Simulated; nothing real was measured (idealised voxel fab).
Process module, titled voxel wiring stack
Xsec cut, 180 nm wide, square cell size 5 nm.
When this document writes out a cross-section, it uses a grid of square cells and lists it as bands, beginning at the top and moving down, with a band standing for one or more rows of cells. First you get the band's top height and its bottom height, in nm, and then the materials it's made of, left to right, with each width in nm. If you see a single material with "edge to edge", that one covers the band edge to edge. "blank" is empty space. For the purposes of this specification, 0 denotes the height below which the wafer in its as-received condition is composed wholly of one material, and the lowermost band, lacking a lower limit, extends downward without end, as expressed in "0..down". Top row gets the first number, bottom row gets the second, and each row in between changes by the same step: that is how a band width like "30..40" works. A step reported as "remains unaltered" is a step in which no cell of the cross-section changed. "Enclosed cavities" lists enclosed empty spaces (at least 8 cells, no open path upward to the top), each as width x height at distance from the left edge, in nm. Where a step's line continues beyond its settings, the continuation is a remark by the simulator itself on that step. You can add "overlay nm" to a step's line. For a step with a mask, it describes how far the mask lay to the right of its planned position, and a negative number describes a lay to the left.
Listed below are the process steps as planned:
1,RECEIVE [material Si]
2,CONFORMAL_DEP [material SiO2] [thk nm 10]
3,DIRECTIONAL_DEP [material TiN] [thk nm 5]
4,DIRECTIONAL_DEP [material Ru] [thk nm 15]
5,MASKED_ETCH [tone cover] [mask id METAL_1] [width nm 30] [pitch nm 50] [etch materials Ru] [depth nm 15] [overlay nm 0]
6,MASKED_ETCH [tone cover] [mask id METAL_1] [width nm 30] [pitch nm 50] [etch materials TiN] [depth nm 5] [overlay nm 0]
7,CONFORMAL_DEP [material SiCN] [thk nm 5]
8,FILL_DEP [material SiO2] [thk nm 10]
9,CMP [height nm 30]
10,CONFORMAL_DEP [material SiCN] [thk nm 5]
11,DIRECTIONAL_DEP [material SiO2] [thk nm 30]
12,MASKED_ETCH [tone open] [mask id METAL_2_HOLES] [width nm 15] [pitch nm 50] [etch materials SiO2] [depth nm 30] [overlay nm 0]
13,PATTERN [tone open] [mask id METAL_2] [material resist] [width nm 30] [pitch nm 50] [thk nm 20] [overlay nm 0]
14,DIRECTIONAL_ETCH [etch materials SiO2] [depth nm 20]
15,DIRECTIONAL_ETCH [etch materials SiCN] [depth nm 5]
16,STRIP [etch materials resist]
17,CONFORMAL_DEP [material TiN] [thk nm 5]
18,FILL_DEP [material Ru] [thk nm 5]
19,CMP [height nm 65]
20,CONFORMAL_DEP [material SiCN] [thk nm 5]
21,DIRECTIONAL_DEP [material SiO2] [thk nm 25]
22,PATTERN [tone open] [mask id METAL_3] [material resist] [width nm 30] [pitch nm 50] [thk nm 20] [overlay nm 0]
23,DIRECTIONAL_ETCH [etch materials SiO2] [depth nm 15]
24,STRIP [etch materials resist]
25,MASKED_ETCH [tone open] [mask id METAL_3_HOLES] [width nm 15] [etch materials SiO2] [depth nm 10] [overlay nm 0]
26,MASKED_ETCH [tone open] [mask id METAL_3_HOLES] [width nm 15] [etch materials SiCN] [depth nm 5] [overlay nm 0]
27,CONFORMAL_DEP [material TiN] [thk nm 5]
28,FILL_DEP [material Ru] [thk nm 10]
29,CMP [height nm 95]
30,CONFORMAL_DEP [material SiCN] [thk nm 5]
31,DIRECTIONAL_DEP [material lowk] [thk nm 35]
32,MASKED_ETCH [tone open] [mask id METAL_4] [width nm 30] [pitch nm 50] [etch materials lowk] [depth nm 20] [overlay nm 0]
33,MASKED_ETCH [tone open] [mask id METAL_4_HOLES] [width nm 15] [pitch nm 50] [etch materials lowk] [depth nm 15] [overlay nm 0]
34,MASKED_ETCH [tone open] [mask id METAL_4_HOLES] [width nm 15] [pitch nm 50] [etch materials SiCN] [depth nm 5] [overlay nm 0]
35,CONFORMAL_DEP [material TiN] [thk nm 5]
36,FILL_DEP [material Ru] [thk nm 5]
37,CMP [height nm 135]
38,CONFORMAL_DEP [material SiCN] [thk nm 5]
Wafer cross-section on receipt, i.e. after step 1:
- 0..down: Si edge to edge
- Enclosed cavities: none
Post-module cross-section of the first of two wafers (run per plan):
- 140..135: SiCN edge to edge
- 135..120: lowk 50 nm / TiN 5 nm / Ru 20 nm / TiN 5 nm / lowk 20 nm / TiN 5 nm / Ru 20 nm / TiN 5 nm / lowk 50 nm
- 120..115: lowk 50 nm / TiN 5 nm / Ru 5 nm / TiN 20 nm / lowk 20 nm / TiN 5 nm / Ru 5 nm / TiN 20 nm / lowk 50 nm
- 115..100: lowk 50 nm / TiN 5 nm / Ru 5 nm / TiN 5 nm / lowk 35 nm / TiN 5 nm / Ru 5 nm / TiN 5 nm / lowk 65 nm
- 100..95: SiCN 50 nm / TiN 15 nm / SiCN 35 nm / TiN 15 nm / SiCN 65 nm
- 95..85: SiO2 50 nm / TiN 5 nm / Ru 20 nm / TiN 5 nm / SiO2 20 nm / TiN 5 nm / Ru 20 nm / TiN 5 nm / SiO2 50 nm
- 85..80: SiO2 50 nm / TiN 5 nm / Ru 5 nm / TiN 20 nm / SiO2 20 nm / TiN 30 nm / SiO2 50 nm
- 80..70: SiO2 50 nm / TiN 5 nm / Ru 5 nm / TiN 5 nm / SiO2 115 nm
- 70..65: SiCN 50 nm / TiN 15 nm / SiCN 115 nm
- 65..50: SiO2 50 nm / TiN 5 nm / Ru 20 nm / TiN 5 nm / SiO2 20 nm / TiN 5 nm / Ru 20 nm / TiN 5 nm / SiO2 50 nm
- 50..45: SiO2 50 nm / TiN 5 nm / Ru 5 nm / TiN 20 nm / SiO2 20 nm / TiN 5 nm / Ru 5 nm / TiN 20 nm / SiO2 50 nm
- 45..35: SiO2 50 nm / TiN 5 nm / Ru 5 nm / TiN 5 nm / SiO2 35 nm / TiN 5 nm / Ru 5 nm / TiN 5 nm / SiO2 65 nm
- 35..30: SiCN 50 nm / TiN 15 nm / SiCN 35 nm / TiN 15 nm / SiCN 65 nm
- 30..15: SiO2 45 nm / SiCN 5 nm / Ru 30 nm / SiCN 5 nm / SiO2 10 nm / SiCN 5 nm / Ru 30 nm / SiCN 5 nm / SiO2 45 nm
- 15..10: SiCN 50 nm / TiN 30 nm / SiCN 20 nm / TiN 30 nm / SiCN 50 nm
- 10..0: SiO2 edge to edge
- 0..down: Si edge to edge
- Enclosed cavities: none
The second wafer, shown in cross-section after the module: started the same way as the first and given the same plan, yet one mistake crept into how it was run:
- 140..135: SiCN edge to edge
- 135..125: lowk 45 nm / TiN 5 nm / Ru 25 nm / TiN 5 nm / lowk 15 nm / TiN 5 nm / Ru 25 nm / TiN 5 nm / lowk 50 nm
- 125..115: lowk 45..50 nm / TiN 10..5 nm / Ru 20..10 nm / TiN 5..15 nm / lowk 15..20 nm / TiN 10..5 nm / Ru 20..10 nm / TiN 5..15 nm / lowk 50 nm
- 115..105: lowk 50 nm / TiN 5 nm / Ru 10 nm / TiN 5 nm / lowk 30 nm / TiN 5 nm / Ru 10 nm / TiN 5 nm / lowk 60 nm
- 105..100: lowk 50 nm / TiN 5 nm / Ru 5 nm / TiN 10 nm / lowk 30 nm / TiN 5 nm / Ru 5 nm / TiN 10 nm / lowk 60 nm
- 100..95: SiCN 50 nm / TiN 15 nm / SiCN 35 nm / TiN 15 nm / SiCN 65 nm
- 95..85: SiO2 50 nm / TiN 5 nm / Ru 20 nm / TiN 5 nm / SiO2 20 nm / TiN 5 nm / Ru 20 nm / TiN 5 nm / SiO2 50 nm
- 85..80: SiO2 50 nm / TiN 5 nm / Ru 5 nm / TiN 20 nm / SiO2 20 nm / TiN 30 nm / SiO2 50 nm
- 80..70: SiO2 50 nm / TiN 5 nm / Ru 5 nm / TiN 5 nm / SiO2 115 nm
- 70..65: SiCN 50 nm / TiN 15 nm / SiCN 115 nm
- 65..50: SiO2 50 nm / TiN 5 nm / Ru 20 nm / TiN 5 nm / SiO2 20 nm / TiN 5 nm / Ru 20 nm / TiN 5 nm / SiO2 50 nm
- 50..45: SiO2 50 nm / TiN 5 nm / Ru 5 nm / TiN 20 nm / SiO2 20 nm / TiN 5 nm / Ru 5 nm / TiN 20 nm / SiO2 50 nm
- 45..35: SiO2 50 nm / TiN 5 nm / Ru 5 nm / TiN 5 nm / SiO2 35 nm / TiN 5 nm / Ru 5 nm / TiN 5 nm / SiO2 65 nm
- 35..30: SiCN 50 nm / TiN 15 nm / SiCN 35 nm / TiN 15 nm / SiCN 65 nm
- 30..15: SiO2 45 nm / SiCN 5 nm / Ru 30 nm / SiCN 5 nm / SiO2 10 nm / SiCN 5 nm / Ru 30 nm / SiCN 5 nm / SiO2 45 nm
- 15..10: SiCN 50 nm / TiN 30 nm / SiCN 20 nm / TiN 30 nm / SiCN 50 nm
- 10..0: SiO2 edge to edge
- 0..down: Si edge to edge
- Enclosed cavities: none
Which mistake was made when the wafer was run? off-plan run, step 33, actual operation and settings MASKED_ETCH [tone open] [mask id METAL_4_HOLES] [width nm 25] [pitch nm 50] [etch materials lowk] [depth nm 15] [overlay nm 0]
Looking at both finished wafers in cells, the second ends up ahead of or behind the first on some materials: Ru +10, TiN +2, lowk -12
